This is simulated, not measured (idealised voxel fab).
Name of the process module below: voxel ribs on slabs
In the cross-section labelled cut, the width is 250 nm and each square cell is 5 nm.
Square cells in a grid make up a cross-section in this document, and the grid is given as bands, listed from the top down, each one or more rows of cells.
Quick guide to a band line: top height, bottom height (nm) up front; then every material left to right with its width in nm. Only one material and it's marked "everywhere"? Then it fills the band edge to edge. And "blank" just means empty space.
Heights are measured from 0, the level below which the as-received wafer is all one material; the lowest band has no bottom and continues downward, written as in "0 -> down".
So if you see something like "30->40" for the width, read it as the top row of the band sitting at the first number and the bottom row at the second, with every row in between moving by the same amount as the last.
Where a step carries "no modifications", the cross-section came out of it unchanged, cell for cell.
Basically, "Entrapped void list" tells you about the enclosed voids: empty spaces with no open way to the top, 8 cells or bigger, each written width x height at distance, where distance is from the left edge, all in nm.
If you see something after the settings on a step's line, that's the simulator's own remark about that step.
For masked steps, "overlay nm" on the step line gives how far right of plan the mask actually lay; a minus sign means it lay to the left.

Set out below are the planned steps of the process:
1: RECEIVE with material Si
2: DIRECTIONAL_DEP with material SiO2, thk nm 20
3: DIRECTIONAL_DEP with material polySi, thk nm 25
4: MASKED_ETCH with tone cover, mask id RIB, width nm 20, etch materials polySi, depth nm 10, overlay nm 0
5: PATTERN with tone cover, mask id SLAB, material resist, width nm 70, thk nm 15, overlay nm 0
6: DIRECTIONAL_ETCH with etch materials polySi, depth nm 15
7: STRIP with etch materials resist
8: FILL_DEP with material SiO2, thk nm 20
9: CMP with height nm 55
10: DIRECTIONAL_DEP with material W, thk nm 5
11: DIRECTIONAL_DEP with material aC, thk nm 10
12: PATTERN with tone cover, mask id HEATER, material resist, width nm 30, thk nm 25, overlay nm 0
13: DIRECTIONAL_ETCH with etch materials aC, depth nm 10
14: STRIP with etch materials resist
15: DIRECTIONAL_ETCH with etch materials W, depth nm 5
16: STRIP with etch materials aC
17: CONFORMAL_DEP with material SiN, thk nm 5

Received-state cross-section, reflecting completion of step 1:
> 0 -> down | Si everywhere
> Entrapped void list: none

As-planned run: cross-section of the first of two wafers at end of module:
> 65 -> 60 | blank 105 nm | SiN 40 nm | blank 105 nm
> 60 -> 55 | SiN 110 nm | W 30 nm | SiN 110 nm
> 55 -> 45 | SiO2 everywhere
> 45 -> 35 | SiO2 115 nm | polySi 20 nm | SiO2 115 nm
> 35 -> 20 | SiO2 90 nm | polySi 70 nm | SiO2 90 nm
> 20 -> 0 | SiO2 everywhere
> 0 -> down | Si everywhere
> Entrapped void list: none

Cross-sectional view: second of two wafers, end of module; start and plan identical to the first, one mistake in running:
> 65 -> 60 | blank 105 nm | SiN 40 nm | blank 105 nm
> 60 -> 55 | SiN 110 nm | W 30 nm | SiN 110 nm
> 55 -> 45 | SiO2 90 nm | polySi 70 nm | SiO2 90 nm
> 45 -> 20 | polySi everywhere
> 20 -> 0 | SiO2 everywhere
> 0 -> down | Si everywhere
> Entrapped void list: none
Run error: step 3 of the plan was carried out twice
Final cells, second wafer relative to first, materials higher or lower: 228 fewer of SiO2, 228 more of polySi
